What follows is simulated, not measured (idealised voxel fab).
The following process module bears the name voxel self aligned contacts.
It is cross-section cut that appears here, measuring 230 nm in width, its square cells being 5 nm in size.
A cross-section is written here as square cells arranged in a grid, and it is given in bands from the top down, each band taking up one or more rows of cells. Band entry format. Leading values: height of top, height of bottom, nm. Remainder: materials in left-to-right order, each with its width in nm. Special words: "edge to edge" on a single material, which then fills the band edge to edge; "air", empty space. For the purposes of this specification, 0 denotes the height below which the wafer in its as-received condition is composed wholly of one material, and the lowermost band, lacking a lower limit, extends downward without end, as expressed in "from 0 down". You'd read "30->40" like this: the band's top row of cells is as wide as the first number, its bottom row is as wide as the second, and going down, every row changes width by the same amount as the row before did. Where a step carries "no alterations made", the cross-section came out of it unchanged, cell for cell. Heads up: "Unvented voids" only lists the empty pockets with no open path to the top that are 8 cells or more, and it writes them as width x height at distance, distance from the left edge, in nm. Whatever follows a step's settings on its line is a remark the simulator itself makes about that step. Among the settings permitted on a step's line is "overlay nm"; applied to a step with a mask, it specifies the extent to which the mask lay to the right of its planned position, whereas a negative figure signifies a position to the left.
# Intended process steps
1) RECEIVE: material Si
2) OXIDIZE: depth nm 5
3) DIRECTIONAL_DEP: material polySi, thk nm 30
4) DIRECTIONAL_DEP: material SiN, thk nm 25
5) MASKED_ETCH: tone cover, mask id GATE, width nm 35, pitch nm 80, etch materials SiN, depth nm 25, overlay nm 0
6) MASKED_ETCH: tone cover, mask id GATE, width nm 35, pitch nm 80, etch materials polySi, depth nm 30, overlay nm 0
7) CONFORMAL_DEP: material SiN, thk nm 10
8) DIRECTIONAL_ETCH: etch materials SiN, depth nm 10
9) FILL_DEP: material SiO2, thk nm 15
10) CMP: height nm 65
11) PATTERN: tone open, mask id CONTACT, material resist, width nm 65, pitch nm 80, thk nm 15, overlay nm 0
12) DIRECTIONAL_ETCH: etch materials SiO2, depth nm 70
13) STRIP: etch materials resist
14) CONFORMAL_DEP: material TiN, thk nm 5
15) FILL_DEP: material Ru, thk nm 5
16) CMP: height nm 65
17) CONFORMAL_DEP: material SiCN, thk nm 5
# Run as planned: first of two wafers
# Cross-section of the wafer upon arrival, representing the state reached after step 1
* from 0 down: Si edge to edge
* Unvented voids: none
# Presented here is a cross-section of the wafer after step 2 has been performed
* from 0 to -5: SiO2 edge to edge
* Below -5, no change.
# Presented here is a cross-section of the wafer after step 3 has been performed
* from 30 to 0: polySi edge to edge
* Below 0, no change.
# Presented here is a cross-section of the wafer after step 4 has been performed
* from 55 to 30: SiN edge to edge
* Below 30, no change.
# Presented here is a cross-section of the wafer after step 5 has been performed
* from 55 to 30: air 15 | SiN 35 | air 45 | SiN 35 | air 45 | SiN 35 | air 20
* Below 30, no change.
# Presented here is a cross-section of the wafer after step 6 has been performed
* from 55 to 30: air 15 | SiN 35 | air 45 | SiN 35 | air 45 | SiN 35 | air 20
* from 30 to 0: air 15 | polySi 35 | air 45 | polySi 35 | air 45 | polySi 35 | air 20
* Below 0, no change.
# Presented here is a cross-section of the wafer after step 7 has been performed
* from 65 to 30: air 5 | SiN 55 | air 25 | SiN 55 | air 25 | SiN 55 | air 10
* from 30 to 10: air 5 | SiN 10 | polySi 35 | SiN 10 | air 25 | SiN 10 | polySi 35 | SiN 10 | air 25 | SiN 10 | polySi 35 | SiN 10 | air 10
* from 10 to 0: SiN 15 | polySi 35 | SiN 45 | polySi 35 | SiN 45 | polySi 35 | SiN 20
* Below 0, no change.
# Presented here is a cross-section of the wafer after step 8 has been performed
* from 55 to 30: air 5 | SiN 55 | air 25 | SiN 55 | air 25 | SiN 55 | air 10
* from 30 to 0: air 5 | SiN 10 | polySi 35 | SiN 10 | air 25 | SiN 10 | polySi 35 | SiN 10 | air 25 | SiN 10 | polySi 35 | SiN 10 | air 10
* Below 0, no change.
# Presented here is a cross-section of the wafer after step 9 has been performed
* from 70 to 55: SiO2 edge to edge
* from 55 to 30: SiO2 5 | SiN 55 | SiO2 25 | SiN 55 | SiO2 25 | SiN 55 | SiO2 10
* from 30 to 0: SiO2 5 | SiN 10 | polySi 35 | SiN 10 | SiO2 25 | SiN 10 | polySi 35 | SiN 10 | SiO2 25 | SiN 10 | polySi 35 | SiN 10 | SiO2 10
* Below 0, no change.
# Presented here is a cross-section of the wafer after step 10 has been performed
* from 65 to 55: SiO2 edge to edge
* Below 55, no change.
# Presented here is a cross-section of the wafer after step 11 has been performed
* from 80 to 65: resist 40 | air 65 | resist 15 | air 65 | resist 45
* Below 65, no change.
# Presented here is a cross-section of the wafer after step 12 has been performed
* from 80 to 65: resist 40 | air 65 | resist 15 | air 65 | resist 45
* from 65 to 55: SiO2 40 | air 65 | SiO2 15 | air 65 | SiO2 45
* from 55 to 30: SiO2 5 | SiN 55 | air 25 | SiN 55 | air 25 | SiN 55 | SiO2 10
* from 30 to 0: SiO2 5 | SiN 10 | polySi 35 | SiN 10 | air 25 | SiN 10 | polySi 35 | SiN 10 | air 25 | SiN 10 | polySi 35 | SiN 10 | SiO2 10
* from 0 to -5: SiO2 60 | air 25 | SiO2 55 | air 25 | SiO2 65
* Below -5, no change.
# Presented here is a cross-section of the wafer after step 13 has been performed
* from 65 to 55: SiO2 40 | air 65 | SiO2 15 | air 65 | SiO2 45
* Below 55, no change.
# Presented here is a cross-section of the wafer after step 14 has been performed
* from 70 to 65: TiN 45 | air 55 | TiN 25 | air 55 | TiN 50
* from 65 to 55: SiO2 40 | TiN 5->25 | air 55->15 | TiN 5->25 | SiO2 15 | TiN 5->25 | air 55->15 | TiN 5->25 | SiO2 45
* from 55 to 30: SiO2 5 | SiN 55 | TiN 5 | air 15 | TiN 5 | SiN 55 | TiN 5 | air 15 | TiN 5 | SiN 55 | SiO2 10
* from 30 to 0: SiO2 5 | SiN 10 | polySi 35 | SiN 10 | TiN 5 | air 15 | TiN 5 | SiN 10 | polySi 35 | SiN 10 | TiN 5 | air 15 | TiN 5 | SiN 10 | polySi 35 | SiN 10 | SiO2 10
* from 0 to -5: SiO2 60 | TiN 25 | SiO2 55 | TiN 25 | SiO2 65
* Below -5, no change.
# Presented here is a cross-section of the wafer after step 15 has been performed
* from 75 to 70: Ru edge to edge
* from 70 to 65: TiN 45 | Ru 55 | TiN 25 | Ru 55 | TiN 50
* from 65 to 55: SiO2 40 | TiN 5->25 | Ru 55->15 | TiN 5->25 | SiO2 15 | TiN 5->25 | Ru 55->15 | TiN 5->25 | SiO2 45
* from 55 to 30: SiO2 5 | SiN 55 | TiN 5 | Ru 15 | TiN 5 | SiN 55 | TiN 5 | Ru 15 | TiN 5 | SiN 55 | SiO2 10
* from 30 to 0: SiO2 5 | SiN 10 | polySi 35 | SiN 10 | TiN 5 | Ru 15 | TiN 5 | SiN 10 | polySi 35 | SiN 10 | TiN 5 | Ru 15 | TiN 5 | SiN 10 | polySi 35 | SiN 10 | SiO2 10
* Below 0, no change.
# Presented here is a cross-section of the wafer after step 16 has been performed
* from 65 to 55: SiO2 40 | TiN 5->25 | Ru 55->15 | TiN 5->25 | SiO2 15 | TiN 5->25 | Ru 55->15 | TiN 5->25 | SiO2 45
* Below 55, no change.
# Presented here is a cross-section of the wafer after step 17 has been performed
* from 70 to 65: SiCN edge to edge
* Below 65, no change.
# Wafer two. Identical start, identical plan. One mistake in execution. Identical history through step 4
# Second wafer cross-section, taken as of the time the plan sets for step 5 to be done
* from 55 to 30: air 20 | SiN 30 | air 50 | SiN 30 | air 50 | SiN 30 | air 20
* Below 30, no change.
# Second wafer cross-section, taken as of the time the plan sets for step 6 to be done
* from 55 to 30: air 20 | SiN 30 | air 50 | SiN 30 | air 50 | SiN 30 | air 20
* from 30 to 0: air 15 | polySi 35 | air 45 | polySi 35 | air 45 | polySi 35 | air 20
* Below 0, no change.
# Second wafer cross-section, taken as of the time the plan sets for step 7 to be done
* from 65 to 40: air 10 | SiN 50 | air 30 | SiN 50 | air 30 | SiN 50 | air 10
* from 40 to 30: air 5 | SiN 55 | air 25 | SiN 55 | air 25 | SiN 55 | air 10
* from 30 to 10: air 5 | SiN 10 | polySi 35 | SiN 10 | air 25 | SiN 10 | polySi 35 | SiN 10 | air 25 | SiN 10 | polySi 35 | SiN 10 | air 10
* from 10 to 0: SiN 15 | polySi 35 | SiN 45 | polySi 35 | SiN 45 | polySi 35 | SiN 20
* Below 0, no change.
# Second wafer cross-section, taken as of the time the plan sets for step 8 to be done
* from 55 to 30: air 10 | SiN 50 | air 30 | SiN 50 | air 30 | SiN 50 | air 10
* from 30 to 0: air 5 | SiN 10 | polySi 35 | SiN 10 | air 25 | SiN 10 | polySi 35 | SiN 10 | air 25 | SiN 10 | polySi 35 | SiN 10 | air 10
* Below 0, no change.
# Second wafer cross-section, taken as of the time the plan sets for step 9 to be done
* from 70 to 55: SiO2 edge to edge
* from 55 to 30: SiO2 10 | SiN 50 | SiO2 30 | SiN 50 | SiO2 30 | SiN 50 | SiO2 10
* from 30 to 0: SiO2 5 | SiN 10 | polySi 35 | SiN 10 | SiO2 25 | SiN 10 | polySi 35 | SiN 10 | SiO2 25 | SiN 10 | polySi 35 | SiN 10 | SiO2 10
* Below 0, no change.
# Second wafer cross-section, taken as of the time the plan sets for step 10 to be done
* from 65 to 55: SiO2 edge to edge
* Below 55, no change.
# Second wafer cross-section, taken as of the time the plan sets for step 11 to be done
* from 80 to 65: resist 40 | air 65 | resist 15 | air 65 | resist 45
* Below 65, no change.
# Second wafer cross-section, taken as of the time the plan sets for step 12 to be done
* from 80 to 65: resist 40 | air 65 | resist 15 | air 65 | resist 45
* from 65 to 55: SiO2 40 | air 65 | SiO2 15 | air 65 | SiO2 45
* from 55 to 30: SiO2 10 | SiN 50 | air 30 | SiN 50 | air 30 | SiN 50 | SiO2 10
* from 30 to 0: SiO2 5 | SiN 10 | polySi 35 | SiN 10 | air 25 | SiN 10 | polySi 35 | SiN 10 | air 25 | SiN 10 | polySi 35 | SiN 10 | SiO2 10
* from 0 to -5: SiO2 60 | air 25 | SiO2 55 | air 25 | SiO2 65
* Below -5, no change.
# Second wafer cross-section, taken as of the time the plan sets for step 13 to be done
* from 65 to 55: SiO2 40 | air 65 | SiO2 15 | air 65 | SiO2 45
* Below 55, no change.
# Second wafer cross-section, taken as of the time the plan sets for step 14 to be done
* from 70 to 65: TiN 45 | air 55 | TiN 25 | air 55 | TiN 50
* from 65 to 55: SiO2 40 | TiN 5->25 | air 55->20 | TiN 5->20 | SiO2 15 | TiN 5->25 | air 55->20 | TiN 5->20 | SiO2 45
* from 55 to 35: SiO2 10 | SiN 50 | TiN 5 | air 20 | TiN 5 | SiN 50 | TiN 5 | air 20 | TiN 5 | SiN 50 | SiO2 10
* from 35 to 30: SiO2 10 | SiN 50 | TiN 5 | air 15 | TiN 10 | SiN 50 | TiN 5 | air 15 | TiN 10 | SiN 50 | SiO2 10
* from 30 to 0: SiO2 5 | SiN 10 | polySi 35 | SiN 10 | TiN 5 | air 15 | TiN 5 | SiN 10 | polySi 35 | SiN 10 | TiN 5 | air 15 | TiN 5 | SiN 10 | polySi 35 | SiN 10 | SiO2 10
* from 0 to -5: SiO2 60 | TiN 25 | SiO2 55 | TiN 25 | SiO2 65
* Below -5, no change.
# Second wafer cross-section, taken as of the time the plan sets for step 15 to be done
* from 75 to 70: Ru edge to edge
* from 70 to 65: TiN 45 | Ru 55 | TiN 25 | Ru 55 | TiN 50
* from 65 to 55: SiO2 40 | TiN 5->25 | Ru 55->20 | TiN 5->20 | SiO2 15 | TiN 5->25 | Ru 55->20 | TiN 5->20 | SiO2 45
* from 55 to 35: SiO2 10 | SiN 50 | TiN 5 | Ru 20 | TiN 5 | SiN 50 | TiN 5 | Ru 20 | TiN 5 | SiN 50 | SiO2 10
* from 35 to 30: SiO2 10 | SiN 50 | TiN 5 | Ru 15 | TiN 10 | SiN 50 | TiN 5 | Ru 15 | TiN 10 | SiN 50 | SiO2 10
* from 30 to 0: SiO2 5 | SiN 10 | polySi 35 | SiN 10 | TiN 5 | Ru 15 | TiN 5 | SiN 10 | polySi 35 | SiN 10 | TiN 5 | Ru 15 | TiN 5 | SiN 10 | polySi 35 | SiN 10 | SiO2 10
* Below 0, no change.
# Second wafer cross-section, taken as of the time the plan sets for step 16 to be done
* from 65 to 55: SiO2 40 | TiN 5->25 | Ru 55->20 | TiN 5->20 | SiO2 15 | TiN 5->25 | Ru 55->20 | TiN 5->20 | SiO2 45
* Below 55, no change.
# Second wafer cross-section, taken as of the time the plan sets for step 17 to be done
* from 70 to 65: SiCN edge to edge
* Below 65, no change.
Plan not followed: off-plan run, step 5, actual operation and settings MASKED_ETCH: tone cover, mask id GATE, width nm 30, pitch nm 80, etch materials SiN, depth nm 25, overlay nm 0
The second wafer ends with more or fewer cells of some materials than the first, per final count: Ru: 10 more, SiN: 15 fewer, SiO2: 5 more
